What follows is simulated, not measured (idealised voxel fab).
The name of this process module is voxel self aligned contacts.
This is section cut - it's 250 nm across, gridded in 5 nm square cells.
Cross-section layout: square cells on a grid; listed as bands, top to bottom; a band spans one or more cell rows.
Per band: top height and bottom height in nm, followed by the left-to-right materials and their widths in nm; "everywhere" marks a single material spanning edge to edge, "air" marks empty space.
For the purposes of this specification, 0 denotes the height below which the wafer in its as-received condition is composed wholly of one material, and the lowermost band, lacking a lower limit, extends downward without end, as expressed in "from 0 down".
Width spec "30->40" -> top row of cells at first value, bottom row at second value, equal per-row change in between.
Step note "no change" = no cross-section cell changed.
The entry titled "Sealed void list" provides the empty spaces that have no open way to the top, restricted to those of 8 cells or more. Each is presented as width x height at distance, the distance being measured from the left edge, with all three in nm.
That trailing text on a step's line, after the settings, is the simulator's own remark on the step.
overlay nm: mask right of planned place by this much (step with mask). Neg. = left.
## Planned process steps
- 1: op RECEIVE | material Si
- 2: op OXIDIZE | depth nm 5
- 3: op DIRECTIONAL_DEP | material polySi | thk nm 25
- 4: op DIRECTIONAL_DEP | material SiN | thk nm 25
- 5: op DIRECTIONAL_DEP | material aC | thk nm 15
- 6: op PATTERN | tone cover | mask id GATE | material resist | width nm 25 | pitch nm 65 | thk nm 30 | overlay nm 0
- 7: op DIRECTIONAL_ETCH | etch materials aC | depth nm 15
- 8: op STRIP | etch materials resist
- 9: op DIRECTIONAL_ETCH | etch materials SiN | depth nm 25
- 10: op DIRECTIONAL_ETCH | etch materials polySi | depth nm 25
- 11: op STRIP | etch materials aC
- 12: op CONFORMAL_DEP | material SiN | thk nm 10
- 13: op DIRECTIONAL_ETCH | etch materials SiN | depth nm 10
- 14: op FILL_DEP | material SiO2 | thk nm 15
- 15: op CMP | height nm 60
- 16: op PATTERN | tone open | mask id CONTACT | material resist | width nm 50 | pitch nm 65 | thk nm 20 | overlay nm 0
- 17: op DIRECTIONAL_ETCH | etch materials SiO2 | depth nm 65
- 18: op STRIP | etch materials resist
- 19: op CONFORMAL_DEP | material TiN | thk nm 5
- 20: op FILL_DEP | material W | thk nm 5
- 21: op CMP | height nm 60
- 22: op CONFORMAL_DEP | material SiN | thk nm 5
## Cross-section of the wafer at receipt, which is the condition after step 1
- from 0 down  Si everywhere
- Sealed void list: none
## End-of-module XS, first of two wafers, run as planned
- from 65 to 60  SiN everywhere
- from 60 to 50  65 of SiO2; 5->20 of TiN; 40->10 of W; 5->20 of TiN; 15 of SiO2; 5->20 of TiN; 40->10 of W; 5->20 of TiN; 70 of SiO2
- from 50 to 25  35 of SiO2; 45 of SiN; 5 of TiN; 10 of W; 5 of TiN; 45 of SiN; 5 of TiN; 10 of W; 5 of TiN; 45 of SiN; 40 of SiO2
- from 25 to 0  35 of SiO2; 10 of SiN; 25 of polySi; 10 of SiN; 5 of TiN; 10 of W; 5 of TiN; 10 of SiN; 25 of polySi; 10 of SiN; 5 of TiN; 10 of W; 5 of TiN; 10 of SiN; 25 of polySi; 10 of SiN; 40 of SiO2
- from 0 to -5  80 of SiO2; 20 of TiN; 45 of SiO2; 20 of TiN; 85 of SiO2
- from -5 down  Si everywhere
- Sealed void list: none
## Module end: cross-section of wafer two of two. Same start and process plan as the first wafer. One mistake during execution
- from 65 to 60  SiN everywhere
- from 60 to 50  65 of SiO2; 5->30 of TiN; 40->10 of W; 5->10 of TiN; 15 of SiO2; 5->30 of TiN; 40->10 of W; 5->10 of TiN; 70 of SiO2
- from 50 to 25  45 of SiO2; 45 of SiN; 5 of TiN; 10 of W; 5 of TiN; 45 of SiN; 5 of TiN; 10 of W; 5 of TiN; 45 of SiN; 30 of SiO2
- from 25 to 0  45 of SiO2; 10 of SiN; 25 of polySi; 10 of SiN; 5 of TiN; 10 of W; 5 of TiN; 10 of SiN; 25 of polySi; 10 of SiN; 5 of TiN; 10 of W; 5 of TiN; 10 of SiN; 25 of polySi; 10 of SiN; 30 of SiO2
- from 0 to -5  90 of SiO2; 20 of TiN; 45 of SiO2; 20 of TiN; 75 of SiO2
- from -5 down  Si everywhere
- Sealed void list: none
Error vs. plan: for step 6, the planned setting was not used; the step was instead run as op PATTERN | tone cover | mask id GATE | material resist | width nm 25 | pitch nm 65 | thk nm 30 | overlay nm 10
At the close, every material occupies the same number of cells on the second wafer as on the first, only in different positions.
